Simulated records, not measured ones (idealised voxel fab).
process module | voxel fin reveal
cross-section cut | 255 nm wide | cells 5 nm
A cross-section is a grid of square cells, given in bands from the top down. A band is one or more rows of cells.
Each band's line starts with the height of the band's top and of its bottom, in nm. Then come its materials from left to right, each with its width in nm. One material with "throughout" fills the band from edge to edge. "air" is empty space.
Height 0 is the level under which the wafer as received is all one material. The lowest band goes on downwards, as in "0 down".
A width such as "30 to 40" changes by the same amount from each row of cells to the next, from the band's top row to its bottom row.
"no change" after a step means that no cell of the cross-section changed.
closed voids: empty space of 8 cells or more with no open way to the top, each as width x height at its distance from the left edge, in nm
after a step's settings: what the simulator itself notes on the step
overlay nm, on a step with a mask: how far to the right of its planned place the mask lay; to the left if negative
plan
1 op RECEIVE | material Si
2 op CONFORMAL_DEP | material SiN | thk nm 5
3 op DIRECTIONAL_DEP | material aC | thk nm 10
4 op PATTERN | tone cover | mask id FINS | material resist | width nm 15 | pitch nm 35 | thk nm 25 | overlay nm 0
5 op DIRECTIONAL_ETCH | etch materials aC | depth nm 10
6 op STRIP | etch materials resist
7 op DIRECTIONAL_ETCH | etch materials SiN | depth nm 5
8 op DIRECTIONAL_ETCH | etch materials Si | depth nm 30
9 op STRIP | etch materials aC
10 op FILL_DEP | material SiO2 | thk nm 15
11 op CMP | height nm 5
12 op SELECTIVE_ETCH | etch materials SiO2 | depth nm 15
13 op STRIP | etch materials SiN
14 op CONFORMAL_DEP | material HfO2 | thk nm 5
as received, after step 1
  0 down: Si throughout
  closed voids: none
first wafer at the end, as planned
  5 to 0: air 80 | HfO2 25 | air 10 | HfO2 25 | air 10 | HfO2 25 | air 80
  0 to -5: air 80 | HfO2 5 | Si 15 | HfO2 5 | air 10 | HfO2 5 | Si 15 | HfO2 5 | air 10 | HfO2 5 | Si 15 | HfO2 5 | air 80
  -5 to -10: HfO2 85 | Si 15 | HfO2 20 | Si 15 | HfO2 20 | Si 15 | HfO2 85
  -10 to -30: SiO2 85 | Si 15 | SiO2 20 | Si 15 | SiO2 20 | Si 15 | SiO2 85
  -30 down: Si throughout
  closed voids: none
second wafer at the end: like start, like plan, one mistake
  5 to 0: HfO2 90 | air 5 | HfO2 30 | air 5 | HfO2 30 | air 5 | HfO2 90
  0 to -5: Si 85 | HfO2 5 | air 5 | HfO2 5 | Si 20 | HfO2 5 | air 5 | HfO2 5 | Si 20 | HfO2 5 | air 5 | HfO2 5 | Si 85
  -5 to -10: Si 85 | HfO2 15 | Si 20 | HfO2 15 | Si 20 | HfO2 15 | Si 85
  -10 to -30: Si 85 | SiO2 15 | Si 20 | SiO2 15 | Si 20 | SiO2 15 | Si 85
  -30 down: Si throughout
  closed voids: none
what went wrong: step 4 ran as: op PATTERN | tone open | mask id FINS | material resist | width nm 15 | pitch nm 35 | thk nm 25 | overlay nm 0
at the end the second wafer has, in cells: 198 more of Si | 132 fewer of SiO2
